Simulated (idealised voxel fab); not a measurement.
Process module under the name voxel ribs on slabs
We display cut, a cross-section 240 nm in width whose square cells are each 5 nm.
For the purposes of this document, a cross-section shall be understood as a grid of square cells, specified as bands listed in top-to-bottom order, each band consisting of one or more rows of cells.
Look at the band entry: it leads with the top's height and the bottom's height in nm. Then it lists the materials left to right, with a width in nm for each. The word "everywhere" on a single material says that material fills the band edge to edge. The word "empty" is empty space.
Height datum 0, below which the as-received substrate wafer is one material. Lowest band open at the bottom, running downward: "0 and below".
The width entry "30..40" should be interpreted row by row: the top row of cells in the band takes the first number, the bottom row takes the second number, and the change between adjacent rows is uniform throughout.
The cross-section has no changed cell in any step marked "nothing was modified".
"Sealed-off cavities" - sealed voids, min. 8 cells, no opening to top; format: width x height at distance (distance from left edge; nm throughout).
The remark found on a step's line after its settings is issued by the simulator itself and pertains to that step.
What "overlay nm" on a step's line means: if the step has a mask, that mask lay this far to the right of its planned place, or, when the value is negative, to the left.

**The process steps that were planned are listed below**
- 1: RECEIVE, material Si
- 2: DIRECTIONAL_DEP, material SiO2, thk nm 30
- 3: DIRECTIONAL_DEP, material SiN, thk nm 20
- 4: PATTERN, tone cover, mask id RIB, material resist, width nm 20, thk nm 15, overlay nm 0
- 5: DIRECTIONAL_ETCH, etch materials SiN, depth nm 10
- 6: STRIP, etch materials resist
- 7: PATTERN, tone cover, mask id SLAB, material resist, width nm 70, thk nm 15, overlay nm 0
- 8: DIRECTIONAL_ETCH, etch materials SiN, depth nm 10
- 9: STRIP, etch materials resist
- 10: FILL_DEP, material SiO2, thk nm 30
- 11: CMP, height nm 70
- 12: DIRECTIONAL_DEP, material W, thk nm 10
- 13: MASKED_ETCH, tone cover, mask id HEATER, width nm 30, etch materials W, depth nm 10, overlay nm 0
- 14: CONFORMAL_DEP, material SiO2, thk nm 10

**So this is the incoming wafer in cross-section - it's already been through step 1**
    0 and below = Si everywhere
    Sealed-off cavities: none

**First of two wafers at the end of the module, shown in cross-section; run carried out as planned**
    90 down to 80 = empty 95 nm, then SiO2 50 nm, then empty 95 nm
    80 down to 70 = SiO2 105 nm, then W 30 nm, then SiO2 105 nm
    70 down to 50 = SiO2 everywhere
    50 down to 40 = SiO2 110 nm, then SiN 20 nm, then SiO2 110 nm
    40 down to 30 = SiO2 85 nm, then SiN 70 nm, then SiO2 85 nm
    30 down to 0 = SiO2 everywhere
    0 and below = Si everywhere
    Sealed-off cavities: none

**Second wafer cross-section at end of module - shared start and plan with the first, one mistake in the run**
    80 down to 70 = empty 105 nm, then W 30 nm, then empty 105 nm
    70 down to 50 = SiO2 everywhere
    50 down to 40 = SiO2 110 nm, then SiN 20 nm, then SiO2 110 nm
    40 down to 30 = SiO2 85 nm, then SiN 70 nm, then SiO2 85 nm
    30 down to 0 = SiO2 everywhere
    0 and below = Si everywhere
    Sealed-off cavities: none
What broke from the plan during processing? step 14 was left out
The closing comparison, in cells, has the second wafer with more or fewer of some materials than the first: SiO2 -104
